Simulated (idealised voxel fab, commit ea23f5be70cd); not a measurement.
Process module under the name voxel self aligned vias
The cross-section shown here is cut; it is 240 nm wide and divided into square cells measuring 5 nm on a side.
Cross-sections here: square-cell grids, written as top-down lists of bands, a band being one or more rows of cells.
The band entry comprises the height of the band's top followed by the height of its bottom, expressed in nm, and subsequently the band's materials from left to right, each stated together with its width in nm. Where a single material is marked with the word "full width", that material fills the band from edge to edge. The word "air" represents empty space.
Height 0 is the level under which the wafer as received is all one material. The lowest band goes on downwards, as in "top 0, no bottom".
A width such as "30 to 40" changes by the same amount from each row of cells to the next, from the band's top row to its bottom row.
"nothing changed" after a step means that no cell of the cross-section changed.
"Sealed voids" specifies each empty space that is not open to the top and that occupies no fewer than 8 cells, using the form width x height at distance, the distance measured from the left edge and all three quantities in nm.
On a step's line, text after the settings is the simulator commenting on that step.
On any step carrying a mask, the "overlay nm" setting, if present on the step's line, tells how far right of its planned place the mask lay; negative values point to the left.

# So here's the lineup of process steps we planned
1,RECEIVE [material Si]
2,CONFORMAL_DEP [material SiO2] [thk nm 15]
3,CONFORMAL_DEP [material SiCN] [thk nm 5]
4,DIRECTIONAL_DEP [material SiO2] [thk nm 25]
5,MASKED_ETCH [tone open] [mask id LINES] [width nm 30] [pitch nm 55] [etch materials SiO2] [depth nm 25] [overlay nm 0]
6,CONFORMAL_DEP [material TiN] [thk nm 5]
7,FILL_DEP [material W] [thk nm 10]
8,CMP [height nm 45]
9,SELECTIVE_ETCH [etch materials W Ru TiN] [depth nm 5]
10,FILL_DEP [material SiN] [thk nm 10]
11,CMP [height nm 45]
12,DIRECTIONAL_DEP [material SiO2] [thk nm 20]
13,MASKED_ETCH [tone open] [mask id VIAS] [width nm 30] [pitch nm 55] [etch materials SiO2] [depth nm 20] [overlay nm 0]
14,MASKED_ETCH [tone open] [mask id VIAS] [width nm 40] [pitch nm 55] [etch materials SiN] [depth nm 5] [overlay nm 0]
15,CONFORMAL_DEP [material TiN] [thk nm 5]
16,FILL_DEP [material W] [thk nm 10]
17,CMP [height nm 65]
18,CONFORMAL_DEP [material SiCN] [thk nm 5]
Across this set of wafers, the varied parameter is the width nm of step 13. Starting conditions are identical for every wafer, and the plan reports the value assigned to the first wafer.

# Here's the first of the wafers in cross-section, just as we got it, i.e. after step 1
* top 0, no bottom  Si full width
* Sealed voids: none

# Cross-section of the first of several wafers, taken after step 18, where the module ends
* top 70, bottom 65  SiCN full width
* top 65, bottom 45  SiO2 75, TiN 5, W 20, TiN 5, SiO2 25, TiN 5, W 20, TiN 5, SiO2 80
* top 45, bottom 40  SiO2 75, TiN 30, SiO2 25, TiN 30, SiO2 80
* top 40, bottom 25  SiO2 75, TiN 5, W 20, TiN 5, SiO2 25, TiN 5, W 20, TiN 5, SiO2 80
* top 25, bottom 20  SiO2 75, TiN 30, SiO2 25, TiN 30, SiO2 80
* top 20, bottom 15  SiCN full width
* top 15, bottom 0  SiO2 full width
* top 0, no bottom  Si full width
* Sealed voids: none

# Here we cross-sectioned the last of the wafers once the module was done
* top 70, bottom 65  SiCN full width
* top 65, bottom 50  SiO2 70, TiN 5, W 30, TiN 5, SiO2 15, TiN 5, W 30, TiN 5, SiO2 75
* top 50, bottom 45  SiO2 70, TiN 10, W 20, TiN 10, SiO2 15, TiN 10, W 20, TiN 10, SiO2 75
* top 45, bottom 40  SiO2 75, TiN 30, SiO2 25, TiN 30, SiO2 80
* top 40, bottom 25  SiO2 75, TiN 5, W 20, TiN 5, SiO2 25, TiN 5, W 20, TiN 5, SiO2 80
* top 25, bottom 20  SiO2 75, TiN 30, SiO2 25, TiN 30, SiO2 80
* top 20, bottom 15  SiCN full width
* top 15, bottom 0  SiO2 full width
* top 0, no bottom  Si full width
* Sealed voids: none

# Row per wafer, end-of-module: cell gain (+)/loss (-) by material since the wafer came in, then closed voids
width nm 30; +96 SiCN; +468 SiO2; +52 TiN; +56 W; Sealed voids: none
width nm 35; +96 SiCN; +460 SiO2; +54 TiN; +62 W; Sealed voids: none
width nm 40; +96 SiCN; +452 SiO2; +56 TiN; +68 W; Sealed voids: none
